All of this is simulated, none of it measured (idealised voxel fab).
process module | voxel wiring stack
cross-section cut | 295 nm wide | cells 5 nm
A cross-section is a grid of square cells, given in bands from the top down. A band is one or more rows of cells.
Each band's line starts with the height of the band's top and of its bottom, in nm. Then come its materials from left to right, each with its width in nm. One material with "throughout" fills the band from edge to edge. "air" is empty space.
Height 0 is the level under which the wafer as received is all one material. The lowest band goes on downwards, as in "0 down".
A width such as "30 to 40" changes by the same amount from each row of cells to the next, from the band's top row to its bottom row.
"no change" after a step means that no cell of the cross-section changed.
closed voids: empty space of 8 cells or more with no open way to the top, each as width x height at its distance from the left edge, in nm
after a step's settings: what the simulator itself notes on the step
overlay nm, on a step with a mask: how far to the right of its planned place the mask lay; to the left if negative
plan
1 op RECEIVE | material Si
2 op CONFORMAL_DEP | material SiO2 | thk nm 10
3 op DIRECTIONAL_DEP | material TiN | thk nm 5
4 op DIRECTIONAL_DEP | material Ru | thk nm 25
5 op MASKED_ETCH | tone cover | mask id METAL_1 | width nm 30 | pitch nm 55 | etch materials Ru | depth nm 25 | overlay nm 0
6 op MASKED_ETCH | tone cover | mask id METAL_1 | width nm 30 | pitch nm 55 | etch materials TiN | depth nm 5 | overlay nm 0
7 op FILL_DEP | material SiO2 | thk nm 10
8 op CMP | height nm 40
9 op CONFORMAL_DEP | material SiCN | thk nm 5
10 op DIRECTIONAL_DEP | material lowk | thk nm 20
11 op PATTERN | tone open | mask id PLUG_1 | material resist | width nm 15 | pitch nm 110 | thk nm 20 | overlay nm 0
12 op DIRECTIONAL_ETCH | etch materials lowk | depth nm 20
13 op DIRECTIONAL_ETCH | etch materials SiCN | depth nm 5
14 op STRIP | etch materials resist
15 op EPI | material Ru | thk nm 10
16 op EPI | material Ru | thk nm 10
17 op EPI | material Ru | thk nm 5
18 op DIRECTIONAL_DEP | material TiN | thk nm 5
19 op DIRECTIONAL_DEP | material W | thk nm 20
20 op DIRECTIONAL_DEP | material aC | thk nm 15
21 op PATTERN | tone cover | mask id METAL_2 | material resist | width nm 30 | pitch nm 55 | thk nm 35 | overlay nm 0
22 op DIRECTIONAL_ETCH | etch materials aC | depth nm 15
23 op STRIP | etch materials resist
24 op DIRECTIONAL_ETCH | etch materials W | depth nm 20
25 op DIRECTIONAL_ETCH | etch materials TiN | depth nm 5
26 op STRIP | etch materials aC
27 op FILL_DEP | material SiO2 | thk nm 5
28 op CMP | height nm 90
29 op CONFORMAL_DEP | material SiCN | thk nm 5
first wafer, as planned
as received, after step 1
  0 down: Si throughout
  closed voids: none
after step 2
  10 to 0: SiO2 throughout
  below 0: unchanged
after step 3
  15 to 10: TiN throughout
  below 10: unchanged
after step 4
  40 to 15: Ru throughout
  below 15: unchanged
after step 5
  40 to 15: air 75 | Ru 30 | air 25 | Ru 30 | air 25 | Ru 30 | air 80
  below 15: unchanged
after step 6
  40 to 15: air 75 | Ru 30 | air 25 | Ru 30 | air 25 | Ru 30 | air 80
  15 to 10: air 75 | TiN 30 | air 25 | TiN 30 | air 25 | TiN 30 | air 80
  below 10: unchanged
after step 7
  50 to 40: SiO2 throughout
  40 to 15: SiO2 75 | Ru 30 | SiO2 25 | Ru 30 | SiO2 25 | Ru 30 | SiO2 80
  15 to 10: SiO2 75 | TiN 30 | SiO2 25 | TiN 30 | SiO2 25 | TiN 30 | SiO2 80
  below 10: unchanged
after step 8
  40 to 15: SiO2 75 | Ru 30 | SiO2 25 | Ru 30 | SiO2 25 | Ru 30 | SiO2 80
  below 15: unchanged
after step 9
  45 to 40: SiCN throughout
  below 40: unchanged
after step 10
  65 to 45: lowk throughout
  below 45: unchanged
after step 11
  85 to 65: resist 75 | air 15 | resist 95 | air 15 | resist 95
  below 65: unchanged
after step 12
  85 to 65: resist 75 | air 15 | resist 95 | air 15 | resist 95
  65 to 45: lowk 75 | air 15 | lowk 95 | air 15 | lowk 95
  below 45: unchanged
after step 13
  85 to 65: resist 75 | air 15 | resist 95 | air 15 | resist 95
  65 to 45: lowk 75 | air 15 | lowk 95 | air 15 | lowk 95
  45 to 40: SiCN 75 | air 15 | SiCN 95 | air 15 | SiCN 95
  below 40: unchanged
after step 14
  65 to 45: lowk 75 | air 15 | lowk 95 | air 15 | lowk 95
  below 45: unchanged
after step 15
  65 to 50: lowk 75 | air 15 | lowk 95 | air 15 | lowk 95
  50 to 45: lowk 75 | Ru 15 | lowk 95 | Ru 15 | lowk 95
  45 to 40: SiCN 75 | Ru 15 | SiCN 95 | Ru 15 | SiCN 95
  below 40: unchanged
after step 16
  65 to 60: lowk 75 | air 15 | lowk 95 | air 15 | lowk 95
  60 to 45: lowk 75 | Ru 15 | lowk 95 | Ru 15 | lowk 95
  below 45: unchanged
after step 17
  65 to 45: lowk 75 | Ru 15 | lowk 95 | Ru 15 | lowk 95
  below 45: unchanged
after step 18
  70 to 65: TiN throughout
  below 65: unchanged
after step 19
  90 to 70: W throughout
  below 70: unchanged
after step 20
  105 to 90: aC throughout
  below 90: unchanged
after step 21
  140 to 105: air 75 | resist 30 | air 25 | resist 30 | air 25 | resist 30 | air 80
  below 105: unchanged
after step 22
  125 to 105: air 75 | resist 30 | air 25 | resist 30 | air 25 | resist 30 | air 80
  105 to 90: air 75 | aC 30 | air 25 | aC 30 | air 25 | aC 30 | air 80
  below 90: unchanged
after step 23
  105 to 90: air 75 | aC 30 | air 25 | aC 30 | air 25 | aC 30 | air 80
  below 90: unchanged
after step 24
  105 to 90: air 75 | aC 30 | air 25 | aC 30 | air 25 | aC 30 | air 80
  90 to 70: air 75 | W 30 | air 25 | W 30 | air 25 | W 30 | air 80
  below 70: unchanged
after step 25
  105 to 90: air 75 | aC 30 | air 25 | aC 30 | air 25 | aC 30 | air 80
  90 to 70: air 75 | W 30 | air 25 | W 30 | air 25 | W 30 | air 80
  70 to 65: air 75 | TiN 30 | air 25 | TiN 30 | air 25 | TiN 30 | air 80
  below 65: unchanged
after step 26
  90 to 70: air 75 | W 30 | air 25 | W 30 | air 25 | W 30 | air 80
  below 70: unchanged
after step 27
  95 to 90: SiO2 throughout
  90 to 70: SiO2 75 | W 30 | SiO2 25 | W 30 | SiO2 25 | W 30 | SiO2 80
  70 to 65: SiO2 75 | TiN 30 | SiO2 25 | TiN 30 | SiO2 25 | TiN 30 | SiO2 80
  below 65: unchanged
after step 28
  90 to 70: SiO2 75 | W 30 | SiO2 25 | W 30 | SiO2 25 | W 30 | SiO2 80
  below 70: unchanged
after step 29
  95 to 90: SiCN throughout
  below 90: unchanged
second wafer: like start, like plan, one mistake. Through step 14 it matches the first wafer
when step 16 should have ended
  65 to 50: lowk 75 | air 15 | lowk 95 | air 15 | lowk 95
  50 to 45: lowk 75 | Ru 15 | lowk 95 | Ru 15 | lowk 95
  45 to 40: SiCN 75 | Ru 15 | SiCN 95 | Ru 15 | SiCN 95
  below 40: unchanged
when step 17 should have ended
  65 to 55: lowk 75 | air 15 | lowk 95 | air 15 | lowk 95
  55 to 45: lowk 75 | Ru 15 | lowk 95 | Ru 15 | lowk 95
  below 45: unchanged
when step 18 should have ended
  70 to 65: TiN 75 | air 15 | TiN 95 | air 15 | TiN 95
  65 to 60: lowk 75 | air 15 | lowk 95 | air 15 | lowk 95
  60 to 55: lowk 75 | TiN 15 | lowk 95 | TiN 15 | lowk 95
  below 55: unchanged
when step 19 should have ended
  90 to 80: W 75 | air 15 | W 95 | air 15 | W 95
  80 to 70: W throughout
  70 to 65: TiN 75 | W 15 | TiN 95 | W 15 | TiN 95
  65 to 60: lowk 75 | W 15 | lowk 95 | W 15 | lowk 95
  below 60: unchanged
when step 20 should have ended
  105 to 95: aC 75 | air 15 | aC 95 | air 15 | aC 95
  95 to 90: aC throughout
  90 to 80: W 75 | aC 15 | W 95 | aC 15 | W 95
  below 80: unchanged
when step 21 should have ended
  140 to 105: air 75 | resist 30 | air 25 | resist 30 | air 25 | resist 30 | air 80
  105 to 95: aC 75 | resist 15 | aC 95 | resist 15 | aC 95
  below 95: unchanged
when step 22 should have ended
  125 to 105: air 75 | resist 30 | air 25 | resist 30 | air 25 | resist 30 | air 80
  105 to 95: air 75 | resist 15 | aC 15 | air 25 | aC 30 | air 25 | resist 15 | aC 15 | air 80
  95 to 90: air 75 | aC 30 | air 25 | aC 30 | air 25 | aC 30 | air 80
  below 90: unchanged
when step 23 should have ended
  105 to 95: air 90 | aC 15 | air 25 | aC 30 | air 40 | aC 15 | air 80
  below 95: unchanged
when step 24 should have ended
  105 to 95: air 90 | aC 15 | air 25 | aC 30 | air 40 | aC 15 | air 80
  95 to 90: air 75 | aC 30 | air 25 | aC 30 | air 25 | aC 30 | air 80
  90 to 80: air 75 | aC 15 | W 15 | air 25 | W 30 | air 25 | aC 15 | W 15 | air 80
  80 to 70: air 75 | W 30 | air 25 | W 30 | air 25 | W 30 | air 80
  below 70: unchanged
when step 25 should have ended
  105 to 95: air 90 | aC 15 | air 25 | aC 30 | air 40 | aC 15 | air 80
  95 to 90: air 75 | aC 30 | air 25 | aC 30 | air 25 | aC 30 | air 80
  90 to 80: air 75 | aC 15 | W 15 | air 25 | W 30 | air 25 | aC 15 | W 15 | air 80
  80 to 70: air 75 | W 30 | air 25 | W 30 | air 25 | W 30 | air 80
  70 to 65: air 75 | W 15 | TiN 15 | air 25 | TiN 30 | air 25 | W 15 | TiN 15 | air 80
  below 65: unchanged
when step 26 should have ended
  90 to 80: air 90 | W 15 | air 25 | W 30 | air 40 | W 15 | air 80
  below 80: unchanged
when step 27 should have ended
  95 to 90: SiO2 throughout
  90 to 80: SiO2 90 | W 15 | SiO2 25 | W 30 | SiO2 40 | W 15 | SiO2 80
  80 to 70: SiO2 75 | W 30 | SiO2 25 | W 30 | SiO2 25 | W 30 | SiO2 80
  70 to 65: SiO2 75 | W 15 | TiN 15 | SiO2 25 | TiN 30 | SiO2 25 | W 15 | TiN 15 | SiO2 80
  below 65: unchanged
when step 28 should have ended
  90 to 80: SiO2 90 | W 15 | SiO2 25 | W 30 | SiO2 40 | W 15 | SiO2 80
  below 80: unchanged
when step 29 should have ended
  95 to 90: SiCN throughout
  below 90: unchanged
what went wrong: one of the steps 15 and 16, which are alike, was left out
at the end the second wafer has, in cells: 12 fewer of Ru | 12 more of SiO2
